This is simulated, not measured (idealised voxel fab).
process module | voxel plated lines
cross-section cut | 240 nm wide | cells 5 nm
A cross-section is a grid of square cells, given in bands from the top down. A band is one or more rows of cells.
Each band's line starts with the height of the band's top and of its bottom, in nm. Then come its materials from left to right, each with its width in nm. One material with "throughout" fills the band from edge to edge. "air" is empty space.
Height 0 is the level under which the wafer as received is all one material. The lowest band goes on downwards, as in "0 down".
A width such as "30 to 40" changes by the same amount from each row of cells to the next, from the band's top row to its bottom row.
"no change" after a step means that no cell of the cross-section changed.
closed voids: empty space of 8 cells or more with no open way to the top, each as width x height at its distance from the left edge, in nm
after a step's settings: what the simulator itself notes on the step
overlay nm, on a step with a mask: how far to the right of its planned place the mask lay; to the left if negative
plan
1 op RECEIVE | material Si
2 op CONFORMAL_DEP | material SiO2 | thk nm 5
3 op DIRECTIONAL_DEP | material TiN | thk nm 5
4 op PATTERN | tone open | mask id LINES | material resist | width nm 25 | pitch nm 50 | thk nm 25 | overlay nm 0
5 op EPI | material Ru | thk nm 5
6 op EPI | material Ru | thk nm 10
7 op STRIP | etch materials resist
8 op DIRECTIONAL_ETCH | etch materials TiN | depth nm 5
9 op CONFORMAL_DEP | material SiCN | thk nm 5
as received, after step 1
  0 down: Si throughout
  closed voids: none
a wafer at the end: this start, this plan, one mistake
  30 to 25: air 50 | SiCN 35 | air 15 | SiCN 35 | air 15 | SiCN 35 | air 55
  25 to 20: air 50 | SiCN 5 | Ru 25 | SiCN 5 | air 15 | SiCN 5 | Ru 25 | SiCN 5 | air 15 | SiCN 5 | Ru 25 | SiCN 5 | air 55
  20 to 15: SiCN 55 | Ru 25 | SiCN 25 | Ru 25 | SiCN 25 | Ru 25 | SiCN 60
  15 to 10: Ru throughout
  10 to 5: TiN throughout
  5 to 0: SiO2 throughout
  0 down: Si throughout
  closed voids: none
what went wrong: steps 4 and 5 were swapped
